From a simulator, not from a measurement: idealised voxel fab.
Name of the process module below: voxel ribs on slabs
Xsec cut, 140 nm wide, square cell size 5 nm.
We lay out every cross-section as a grid of square cells and spell it out in bands from the top down, where one band means one or more rows of cells. Per band: top height and bottom height in nm, followed by the left-to-right materials and their widths in nm; "all across" marks a single material spanning edge to edge, "empty" marks empty space. It should be noted that heights are counted from 0, beneath which the wafer as supplied is of one material throughout, and that the lowest band possesses no lower boundary but continues downward, as written in "0 down". A two-number width, for instance "30->40", indicates that the width is equal to the first number in the top row of the band and to the second number in the bottom row, and that it changes by a constant amount per row of cells. Any step labelled "stayed the same" changed none of the cells in the cross-section. So "Unvented voids" is basically the list of trapped voids: any empty space of 8 cells or more that can't reach the top through an opening. They're written width x height at distance, the distance being from the left edge, and it's all nm. Whatever follows a step's settings on its line is a remark the simulator itself makes about that step. overlay nm: how far to the right of its planned place the mask lay on this masked step (negative: to the left).
## Set out below are the planned steps of the process
1: RECEIVE, material Si
2: DIRECTIONAL_DEP, material SiO2, thk nm 20
3: DIRECTIONAL_DEP, material SiN, thk nm 15
4: DIRECTIONAL_DEP, material aC, thk nm 15
5: PATTERN, tone cover, mask id RIB, material resist, width nm 25, thk nm 35, overlay nm 0
6: DIRECTIONAL_ETCH, etch materials aC, depth nm 15
7: STRIP, etch materials resist
8: DIRECTIONAL_ETCH, etch materials SiN, depth nm 10
9: STRIP, etch materials aC
10: DIRECTIONAL_DEP, material aC, thk nm 10
11: PATTERN, tone cover, mask id SLAB, material resist, width nm 75, thk nm 30, overlay nm 0
12: DIRECTIONAL_ETCH, etch materials aC, depth nm 10
13: STRIP, etch materials resist
14: DIRECTIONAL_ETCH, etch materials SiN, depth nm 5
15: STRIP, etch materials aC
16: FILL_DEP, material SiO2, thk nm 20
17: CMP, height nm 50
18: DIRECTIONAL_DEP, material W, thk nm 10
19: MASKED_ETCH, tone cover, mask id HEATER, width nm 25, etch materials W, depth nm 10, overlay nm 0
20: CONFORMAL_DEP, material SiO2, thk nm 10
Variable across wafers: step 19 width nm (plan value is that of the first wafer; starting state common to all).
## Cross-sectional view of the first of several wafers in the as-received condition, corresponding to the state following step 1
    0 down = Si all across
    Unvented voids: none
## Take a look at the first of several wafers in cross-section: the module is done, and step 20 was its last step
    70 to 60 = 45 nm empty; 45 nm SiO2; 50 nm empty
    60 to 50 = 55 nm SiO2; 25 nm W; 60 nm SiO2
    50 to 35 = SiO2 all across
    35 to 25 = 55 nm SiO2; 25 nm SiN; 60 nm SiO2
    25 to 20 = 30 nm SiO2; 75 nm SiN; 35 nm SiO2
    20 to 0 = SiO2 all across
    0 down = Si all across
    Unvented voids: none
## last wafer at the end
    70 to 60 = 35 nm empty; 70 nm SiO2; 35 nm empty
    60 to 50 = 45 nm SiO2; 50 nm W; 45 nm SiO2
    50 to 35 = SiO2 all across
    35 to 25 = 55 nm SiO2; 25 nm SiN; 60 nm SiO2
    25 to 20 = 30 nm SiO2; 75 nm SiN; 35 nm SiO2
    20 to 0 = SiO2 all across
    0 down = Si all across
    Unvented voids: none
## Row per wafer, end-of-module: cell gain (+)/loss (-) by material since the wafer came in, then closed voids
width nm 25 | +25 SiN | +319 SiO2 | +10 W | Unvented voids: none
width nm 30 | +25 SiN | +319 SiO2 | +12 W | Unvented voids: none
width nm 35 | +25 SiN | +319 SiO2 | +14 W | Unvented voids: none
width nm 40 | +25 SiN | +319 SiO2 | +16 W | Unvented voids: none
width nm 45 | +25 SiN | +319 SiO2 | +18 W | Unvented voids: none
width nm 50 | +25 SiN | +319 SiO2 | +20 W | Unvented voids: none
